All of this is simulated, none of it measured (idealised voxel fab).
Title: Process Module voxel capacitor over wiring
Xsec cut, 260 nm wide, square cell size 5 nm.
Format of a cross-section: grid, square cells. Given as bands. Order: top down. Band: one or more rows of cells. Band: top height; bottom height; in nm. Then, left to right: material with width in nm, for each material. "all across": a single material spanning edge to edge. "air": empty space. Convention: height 0 is the level below which the wafer, as received, is all one material. The lowest band does not terminate at the bottom but continues downward, represented as "0 -> down". Read "30->40" as a graded width: first number on top, second number at the bottom, same change between each pair of neighbouring rows. Take "nothing got changed" at face value: in the step it is given for, the cross-section changed in none of its cells. In the "Closed void catalog" entry, you get each enclosed empty space of 8 cells or more, one with no open way to the top, written width x height at distance, distance from the left edge, in nm. Note: text after step settings on the step line = simulator remark on that step. The setting "overlay nm" may be written on the line of a step. When the step uses a mask, the value reports how far to the right of the planned place the mask lay, and a negative value reports that it lay to the left.

[Planned process steps]
1) RECEIVE | material Si
2) CONFORMAL_DEP | material SiO2 | thk nm 10
3) CONFORMAL_DEP | material SiN | thk nm 5
4) DIRECTIONAL_DEP | material lowk | thk nm 15
5) PATTERN | tone open | mask id METAL_1 | material resist | width nm 30 | pitch nm 90 | thk nm 15 | overlay nm 0
6) DIRECTIONAL_ETCH | etch materials lowk | depth nm 15
7) DIRECTIONAL_ETCH | etch materials SiN | depth nm 5
8) STRIP | etch materials resist
9) CONFORMAL_DEP | material TiN | thk nm 5
10) FILL_DEP | material Cu | thk nm 10
11) CMP | height nm 30
12) CONFORMAL_DEP | material SiCN | thk nm 5
13) DIRECTIONAL_DEP | material SiO2 | thk nm 10
14) MASKED_ETCH | tone open | mask id PLUG_1 | width nm 15 | etch materials SiO2 | depth nm 10 | overlay nm 0
15) MASKED_ETCH | tone open | mask id PLUG_1 | width nm 15 | etch materials SiCN | depth nm 5 | overlay nm 0
16) EPI | material Ru | thk nm 10
17) EPI | material Ru | thk nm 5
18) DIRECTIONAL_DEP | material TiN | thk nm 10
19) DIRECTIONAL_DEP | material HfO2 | thk nm 5
20) DIRECTIONAL_DEP | material TiN | thk nm 5
21) PATTERN | tone cover | mask id UPPER_PLATE | material resist | width nm 65 | thk nm 15 | overlay nm 0
22) DIRECTIONAL_ETCH | etch materials TiN | depth nm 5
23) DIRECTIONAL_ETCH | etch materials HfO2 | depth nm 5
24) STRIP | etch materials resist
25) DIRECTIONAL_DEP | material aC | thk nm 15
26) PATTERN | tone cover | mask id LOWER_PLATE | material resist | width nm 75 | thk nm 35 | overlay nm 0
27) DIRECTIONAL_ETCH | etch materials aC | depth nm 15
28) STRIP | etch materials resist
29) DIRECTIONAL_ETCH | etch materials TiN | depth nm 10
30) STRIP | etch materials aC
31) FILL_DEP | material SiO2 | thk nm 15
32) CMP | height nm 75
33) PATTERN | tone open | mask id PLUG_2 | material resist | width nm 15 | thk nm 15 | overlay nm 0
34) DIRECTIONAL_ETCH | etch materials SiO2 | depth nm 10
35) STRIP | etch materials resist
36) CONFORMAL_DEP | material TiN | thk nm 5
37) FILL_DEP | material Cu | thk nm 10
38) CMP | height nm 75
39) CONFORMAL_DEP | material SiN | thk nm 5

[Cross-section of the wafer upon arrival, representing the state reached after step 1]
  0 -> down = Si all across
  Closed void catalog: none

[First of two wafers, end-of-module section, run followed plan]
  80 -> 75 = SiN all across
  75 -> 70 = SiO2 95  TiN 5  Cu 5  TiN 5  SiO2 150
  70 -> 60 = SiO2 95->85  TiN 15->65  SiO2 150->110
  60 -> 55 = SiO2 85  HfO2 65  SiO2 110
  55 -> 45 = SiO2 80  TiN 75  SiO2 105
  45 -> 35 = SiO2 85  Ru 15  SiO2 160
  35 -> 30 = SiCN 85  Ru 15  SiCN 160
  30 -> 15 = lowk 70  TiN 5  Cu 20  TiN 5  lowk 60  TiN 5  Cu 20  TiN 5  lowk 70
  15 -> 10 = SiN 70  TiN 30  SiN 60  TiN 30  SiN 70
  10 -> 0 = SiO2 all across
  0 -> down = Si all across
  Closed void catalog: none

[Cross-section, wafer two of two, end of module: same start and plan as wafer one, one error in execution]
  80 -> 75 = SiN all across
  75 -> 70 = SiO2 85  TiN 25  SiO2 150
  70 -> 65 = SiO2 85  HfO2 25  SiO2 150
  65 -> 60 = SiO2 80  TiN 70  SiO2 110
  60 -> 55 = SiO2 80  TiN 30  HfO2 40  SiO2 110
  55 -> 45 = SiO2 75  Ru 35  TiN 45  SiO2 105
  45 -> 35 = SiO2 85  Ru 15  SiO2 160
  35 -> 30 = SiCN 85  Ru 15  SiCN 160
  30 -> 15 = lowk 70  TiN 5  Cu 20  TiN 5  lowk 60  TiN 5  Cu 20  TiN 5  lowk 70
  15 -> 10 = SiN 70  TiN 30  SiN 60  TiN 30  SiN 70
  10 -> 0 = SiO2 all across
  0 -> down = Si all across
  Closed void catalog: none
Nonconformance to the process plan: step 16 in the plan was executed twice
It is noted that, at the conclusion of processing, the second wafer exhibits a higher or lower cell count for certain materials relative to the first: Cu -1 | Ru +14 | SiO2 -8 | TiN -5
